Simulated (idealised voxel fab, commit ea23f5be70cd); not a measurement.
voxel transistor to metal: a process module
Displayed cross-section: cut, width of 155 nm, square cells sized 5 nm.
This document writes a cross-section as a grid whose cells are square, and gives it as bands, listed from the top down; one or more rows of cells form a band. Band: top and bottom heights (nm) first, top before bottom; then materials from left to right, widths in nm. "throughout" marks a sole material filling the band edge to edge. "empty" denotes empty space. Height reference: 0 = level under which incoming wafer is all one material. Lowest band: no bottom, runs on downward, e.g. "from 0 down". The notation "30..40" denotes a width that varies across the rows of cells in the band, beginning at the first number in the top row, finishing at the second number in the bottom row, and changing by an identical amount from each row to the next. For the purposes of this document, the phrase "changes: none" attached to a step denotes that no cell within the cross-section was modified by that step. Basically, "Listed closed voids" tells you about the enclosed voids: empty spaces with no open way to the top, 8 cells or bigger, each written width x height at distance, where distance is from the left edge, all in nm. Note: text after step settings on the step line = simulator remark on that step. overlay nm: where the mask lay relative to plan, measured to the right, on steps with a mask; negatives go left.
Steps in the process plan:
1 RECEIVE,material Si
2 OXIDIZE,depth nm 5
3 CONFORMAL_DEP,material SiN,thk nm 15
4 MASKED_ETCH,tone cover,mask id ACTIVE,width nm 95,etch materials SiN,depth nm 15,overlay nm 0
5 MASKED_ETCH,tone cover,mask id ACTIVE,width nm 95,etch materials SiO2,depth nm 5,overlay nm 0
6 MASKED_ETCH,tone cover,mask id ACTIVE,width nm 95,etch materials Si,depth nm 25,overlay nm 0
7 OXIDIZE,depth nm 5
8 FILL_DEP,material SiO2,thk nm 5
9 CMP,height nm 15
10 SELECTIVE_ETCH,etch materials SiO2,depth nm 10
11 STRIP,etch materials SiN
12 SELECTIVE_ETCH,etch materials SiO2,depth nm 5
13 OXIDIZE,depth nm 5
14 DIRECTIONAL_DEP,material polySi,thk nm 20
15 DIRECTIONAL_DEP,material SiCN,thk nm 10
16 MASKED_ETCH,tone cover,mask id GATE,width nm 15,etch materials SiCN,depth nm 20,overlay nm 0
17 MASKED_ETCH,tone cover,mask id GATE,width nm 15,etch materials polySi,depth nm 30,overlay nm 0
18 CONFORMAL_DEP,material SiO2,thk nm 5
19 DIRECTIONAL_ETCH,etch materials SiO2,depth nm 5
20 CONFORMAL_DEP,material SiN,thk nm 10
21 DIRECTIONAL_ETCH,etch materials SiN,depth nm 10
22 DIRECTIONAL_ETCH,etch materials SiO2,depth nm 5
23 DIRECTIONAL_ETCH,etch materials Si,depth nm 15
24 EPI,material pSi,thk nm 20
25 FILL_DEP,material SiO2,thk nm 10
26 CMP,height nm 25
27 DIRECTIONAL_DEP,material SiO2,thk nm 15
28 PATTERN,tone open,mask id CONTACT,material resist,width nm 20,pitch nm 65,thk nm 15,overlay nm 0
29 DIRECTIONAL_ETCH,etch materials SiO2,depth nm 30
30 STRIP,etch materials resist
31 CONFORMAL_DEP,material TiN,thk nm 5
32 FILL_DEP,material W,thk nm 5
33 CMP,height nm 40
34 DIRECTIONAL_DEP,material TiN,thk nm 5
35 DIRECTIONAL_DEP,material Ru,thk nm 25
36 PATTERN,tone cover,mask id METAL_1,material resist,width nm 20,pitch nm 65,thk nm 15,overlay nm 0
37 DIRECTIONAL_ETCH,etch materials Ru,depth nm 25
38 DIRECTIONAL_ETCH,etch materials TiN,depth nm 5
39 STRIP,etch materials resist
40 FILL_DEP,material lowk,thk nm 10
41 CMP,height nm 70
42 CONFORMAL_DEP,material SiCN,thk nm 5
43 DIRECTIONAL_DEP,material SiO2,thk nm 35
44 MASKED_ETCH,tone open,mask id METAL_2_HOLES,width nm 15,pitch nm 65,etch materials SiO2,depth nm 35,overlay nm 0
45 PATTERN,tone open,mask id METAL_2,material resist,width nm 20,pitch nm 65,thk nm 20,overlay nm 0
46 DIRECTIONAL_ETCH,etch materials SiO2,depth nm 20
47 DIRECTIONAL_ETCH,etch materials SiCN,depth nm 5
48 STRIP,etch materials resist
49 CONFORMAL_DEP,material TiN,thk nm 5
50 FILL_DEP,material Ru,thk nm 5
51 CMP,height nm 110
52 CONFORMAL_DEP,material SiCN,thk nm 5
Cross-section of the wafer at receipt, which is the condition after step 1:
> from 0 down = Si throughout
> Listed closed voids: none
Wafer cross-section at end of module: start and plan as shown above, one execution error:
> from 115 to 110 = SiCN throughout
> from 110 to 95 = SiO2=35 | TiN=5 | Ru=10 | TiN=5 | SiO2=45 | TiN=5 | Ru=10 | TiN=5 | SiO2=35
> from 95 to 90 = SiO2=35 | TiN=5 | Ru=5 | TiN=10 | SiO2=45 | TiN=5 | Ru=5 | TiN=10 | SiO2=35
> from 90 to 75 = SiO2=35 | TiN=5 | Ru=5 | TiN=5 | SiO2=50 | TiN=5 | Ru=5 | TiN=5 | SiO2=40
> from 75 to 70 = SiCN=35 | TiN=15 | SiCN=50 | TiN=15 | SiCN=40
> from 70 to 45 = lowk=30 | Ru=30 | lowk=35 | Ru=30 | lowk=30
> from 45 to 40 = lowk=30 | TiN=30 | lowk=35 | TiN=30 | lowk=30
> from 40 to 25 = SiO2=35 | TiN=5 | W=10 | TiN=5 | SiO2=45 | TiN=5 | W=10 | TiN=5 | SiO2=35
> from 25 to 15 = SiO2=35 | TiN=5 | W=10 | TiN=5 | SiN=10 | SiO2=5 | SiCN=15 | SiO2=5 | SiN=10 | TiN=5 | W=10 | TiN=5 | SiO2=35
> from 15 to 10 = SiO2=35 | TiN=20 | SiN=10 | SiO2=5 | polySi=15 | SiO2=5 | SiN=10 | TiN=20 | SiO2=35
> from 10 to 0 = SiO2=30 | pSi=25 | SiN=10 | SiO2=5 | polySi=15 | SiO2=5 | SiN=10 | pSi=25 | SiO2=30
> from 0 to -5 = SiO2=30 | SiN=10 | pSi=15 | SiN=10 | SiO2=5 | polySi=15 | SiO2=5 | SiN=10 | pSi=15 | SiN=10 | SiO2=30
> from -5 to -10 = SiO2=40 | pSi=15 | SiO2=45 | pSi=15 | SiO2=40
> from -10 to -25 = SiO2=35 | Si=5 | pSi=15 | Si=45 | pSi=15 | Si=5 | SiO2=35
> from -25 to -35 = SiO2=35 | Si=85 | SiO2=35
> from -35 down = Si throughout
> Listed closed voids: none
Short version of what went wrong: step 36 ran as: PATTERN,tone cover,mask id METAL_1,material resist,width nm 30,pitch nm 65,thk nm 15,overlay nm 0
